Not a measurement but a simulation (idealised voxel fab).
process module | voxel wiring stack
cross-section cut | 290 nm wide | cells 5 nm
A cross-section is a grid of square cells, given in bands from the top down. A band is one or more rows of cells.
Each band's line starts with the height of the band's top and of its bottom, in nm. Then come its materials from left to right, each with its width in nm. One material with "throughout" fills the band from edge to edge. "air" is empty space.
Height 0 is the level under which the wafer as received is all one material. The lowest band goes on downwards, as in "0 down".
A width such as "30 to 40" changes by the same amount from each row of cells to the next, from the band's top row to its bottom row.
"no change" after a step means that no cell of the cross-section changed.
closed voids: empty space of 8 cells or more with no open way to the top, each as width x height at its distance from the left edge, in nm
after a step's settings: what the simulator itself notes on the step
overlay nm, on a step with a mask: how far to the right of its planned place the mask lay; to the left if negative
plan
1 op RECEIVE | material Si
2 op CONFORMAL_DEP | material SiO2 | thk nm 15
3 op DIRECTIONAL_DEP | material TiN | thk nm 5
4 op DIRECTIONAL_DEP | material Ru | thk nm 25
5 op PATTERN | tone cover | mask id METAL_1 | material resist | width nm 30 | pitch nm 50 | thk nm 20 | overlay nm 0
6 op DIRECTIONAL_ETCH | etch materials Ru | depth nm 25
7 op DIRECTIONAL_ETCH | etch materials TiN | depth nm 5
8 op STRIP | etch materials resist
9 op FILL_DEP | material lowk | thk nm 10
10 op CMP | height nm 45
11 op CONFORMAL_DEP | material SiCN | thk nm 5
12 op DIRECTIONAL_DEP | material lowk | thk nm 20
13 op MASKED_ETCH | tone open | mask id PLUG_1 | width nm 15 | pitch nm 50 | etch materials lowk | depth nm 20 | overlay nm 0
14 op MASKED_ETCH | tone open | mask id PLUG_1 | width nm 15 | pitch nm 50 | etch materials SiCN | depth nm 5 | overlay nm 0
15 op CONFORMAL_DEP | material TiN | thk nm 5
16 op FILL_DEP | material Cu | thk nm 5
17 op CMP | height nm 70
18 op DIRECTIONAL_DEP | material TiN | thk nm 5
19 op DIRECTIONAL_DEP | material Ru | thk nm 15
20 op DIRECTIONAL_DEP | material aC | thk nm 15
21 op PATTERN | tone cover | mask id METAL_2 | material resist | width nm 30 | pitch nm 50 | thk nm 30 | overlay nm 0
22 op DIRECTIONAL_ETCH | etch materials aC | depth nm 15
23 op STRIP | etch materials resist
24 op DIRECTIONAL_ETCH | etch materials Ru | depth nm 15
25 op DIRECTIONAL_ETCH | etch materials TiN | depth nm 5
26 op STRIP | etch materials aC
27 op CONFORMAL_DEP | material SiCN | thk nm 5
28 op FILL_DEP | material lowk | thk nm 10
29 op CMP | height nm 90
30 op CONFORMAL_DEP | material SiN | thk nm 5
first wafer, as planned
as received, after step 1
  0 down: Si throughout
  closed voids: none
after step 2
  15 to 0: SiO2 throughout
  below 0: unchanged
after step 3
  20 to 15: TiN throughout
  below 15: unchanged
after step 4
  45 to 20: Ru throughout
  below 20: unchanged
after step 5
  65 to 45: air 105 | resist 30 | air 20 | resist 30 | air 105
  below 45: unchanged
after step 6
  65 to 45: air 105 | resist 30 | air 20 | resist 30 | air 105
  45 to 20: air 105 | Ru 30 | air 20 | Ru 30 | air 105
  below 20: unchanged
after step 7
  65 to 45: air 105 | resist 30 | air 20 | resist 30 | air 105
  45 to 20: air 105 | Ru 30 | air 20 | Ru 30 | air 105
  20 to 15: air 105 | TiN 30 | air 20 | TiN 30 | air 105
  below 15: unchanged
after step 8
  45 to 20: air 105 | Ru 30 | air 20 | Ru 30 | air 105
  below 20: unchanged
after step 9
  55 to 45: lowk throughout
  45 to 20: lowk 105 | Ru 30 | lowk 20 | Ru 30 | lowk 105
  20 to 15: lowk 105 | TiN 30 | lowk 20 | TiN 30 | lowk 105
  below 15: unchanged
after step 10
  45 to 20: lowk 105 | Ru 30 | lowk 20 | Ru 30 | lowk 105
  below 20: unchanged
after step 11
  50 to 45: SiCN throughout
  below 45: unchanged
after step 12
  70 to 50: lowk throughout
  below 50: unchanged
after step 13
  70 to 50: lowk 105 | air 15 | lowk 35 | air 15 | lowk 120
  below 50: unchanged
after step 14
  70 to 50: lowk 105 | air 15 | lowk 35 | air 15 | lowk 120
  50 to 45: SiCN 105 | air 15 | SiCN 35 | air 15 | SiCN 120
  below 45: unchanged
after step 15
  75 to 70: TiN 110 | air 5 | TiN 45 | air 5 | TiN 125
  70 to 50: lowk 105 | TiN 5 | air 5 | TiN 5 | lowk 35 | TiN 5 | air 5 | TiN 5 | lowk 120
  50 to 45: SiCN 105 | TiN 15 | SiCN 35 | TiN 15 | SiCN 120
  below 45: unchanged
after step 16
  80 to 75: Cu throughout
  75 to 70: TiN 110 | Cu 5 | TiN 45 | Cu 5 | TiN 125
  70 to 50: lowk 105 | TiN 5 | Cu 5 | TiN 5 | lowk 35 | TiN 5 | Cu 5 | TiN 5 | lowk 120
  below 50: unchanged
after step 17
  70 to 50: lowk 105 | TiN 5 | Cu 5 | TiN 5 | lowk 35 | TiN 5 | Cu 5 | TiN 5 | lowk 120
  below 50: unchanged
after step 18
  75 to 70: TiN throughout
  below 70: unchanged
after step 19
  90 to 75: Ru throughout
  below 75: unchanged
after step 20
  105 to 90: aC throughout
  below 90: unchanged
after step 21
  135 to 105: air 105 | resist 30 | air 20 | resist 30 | air 105
  below 105: unchanged
after step 22
  120 to 105: air 105 | resist 30 | air 20 | resist 30 | air 105
  105 to 90: air 105 | aC 30 | air 20 | aC 30 | air 105
  below 90: unchanged
after step 23
  105 to 90: air 105 | aC 30 | air 20 | aC 30 | air 105
  below 90: unchanged
after step 24
  105 to 90: air 105 | aC 30 | air 20 | aC 30 | air 105
  90 to 75: air 105 | Ru 30 | air 20 | Ru 30 | air 105
  below 75: unchanged
after step 25
  105 to 90: air 105 | aC 30 | air 20 | aC 30 | air 105
  90 to 75: air 105 | Ru 30 | air 20 | Ru 30 | air 105
  75 to 70: air 105 | TiN 30 | air 20 | TiN 30 | air 105
  below 70: unchanged
after step 26
  90 to 75: air 105 | Ru 30 | air 20 | Ru 30 | air 105
  below 75: unchanged
after step 27
  95 to 90: air 100 | SiCN 40 | air 10 | SiCN 40 | air 100
  90 to 75: air 100 | SiCN 5 | Ru 30 | SiCN 5 | air 10 | SiCN 5 | Ru 30 | SiCN 5 | air 100
  75 to 70: SiCN 105 | TiN 30 | SiCN 20 | TiN 30 | SiCN 105
  below 70: unchanged
after step 28
  105 to 95: lowk throughout
  95 to 90: lowk 100 | SiCN 40 | lowk 10 | SiCN 40 | lowk 100
  90 to 75: lowk 100 | SiCN 5 | Ru 30 | SiCN 5 | lowk 10 | SiCN 5 | Ru 30 | SiCN 5 | lowk 100
  below 75: unchanged
after step 29
  90 to 75: lowk 100 | SiCN 5 | Ru 30 | SiCN 5 | lowk 10 | SiCN 5 | Ru 30 | SiCN 5 | lowk 100
  below 75: unchanged
after step 30
  95 to 90: SiN throughout
  below 90: unchanged
second wafer: like start, like plan, one mistake. Through step 20 it matches the first wafer
when step 21 should have ended
  135 to 105: air 95 | resist 30 | air 20 | resist 30 | air 115
  below 105: unchanged
when step 22 should have ended
  120 to 105: air 95 | resist 30 | air 20 | resist 30 | air 115
  105 to 90: air 95 | aC 30 | air 20 | aC 30 | air 115
  below 90: unchanged
when step 23 should have ended
  105 to 90: air 95 | aC 30 | air 20 | aC 30 | air 115
  below 90: unchanged
when step 24 should have ended
  105 to 90: air 95 | aC 30 | air 20 | aC 30 | air 115
  90 to 75: air 95 | Ru 30 | air 20 | Ru 30 | air 115
  below 75: unchanged
when step 25 should have ended
  105 to 90: air 95 | aC 30 | air 20 | aC 30 | air 115
  90 to 75: air 95 | Ru 30 | air 20 | Ru 30 | air 115
  75 to 70: air 95 | TiN 30 | air 20 | TiN 30 | air 115
  below 70: unchanged
when step 26 should have ended
  90 to 75: air 95 | Ru 30 | air 20 | Ru 30 | air 115
  below 75: unchanged
when step 27 should have ended
  95 to 90: air 90 | SiCN 40 | air 10 | SiCN 40 | air 110
  90 to 75: air 90 | SiCN 5 | Ru 30 | SiCN 5 | air 10 | SiCN 5 | Ru 30 | SiCN 5 | air 110
  75 to 70: SiCN 95 | TiN 30 | SiCN 20 | TiN 30 | SiCN 115
  below 70: unchanged
when step 28 should have ended
  105 to 95: lowk throughout
  95 to 90: lowk 90 | SiCN 40 | lowk 10 | SiCN 40 | lowk 110
  90 to 75: lowk 90 | SiCN 5 | Ru 30 | SiCN 5 | lowk 10 | SiCN 5 | Ru 30 | SiCN 5 | lowk 110
  below 75: unchanged
when step 29 should have ended
  90 to 75: lowk 90 | SiCN 5 | Ru 30 | SiCN 5 | lowk 10 | SiCN 5 | Ru 30 | SiCN 5 | lowk 110
  below 75: unchanged
when step 30 should have ended
  95 to 90: SiN throughout
  below 90: unchanged
what went wrong: step 21 ran as: op PATTERN | tone cover | mask id METAL_2 | material resist | width nm 30 | pitch nm 50 | thk nm 30 | overlay nm -10
at the end the second wafer has, in cells: as many of each material as the first, in other places
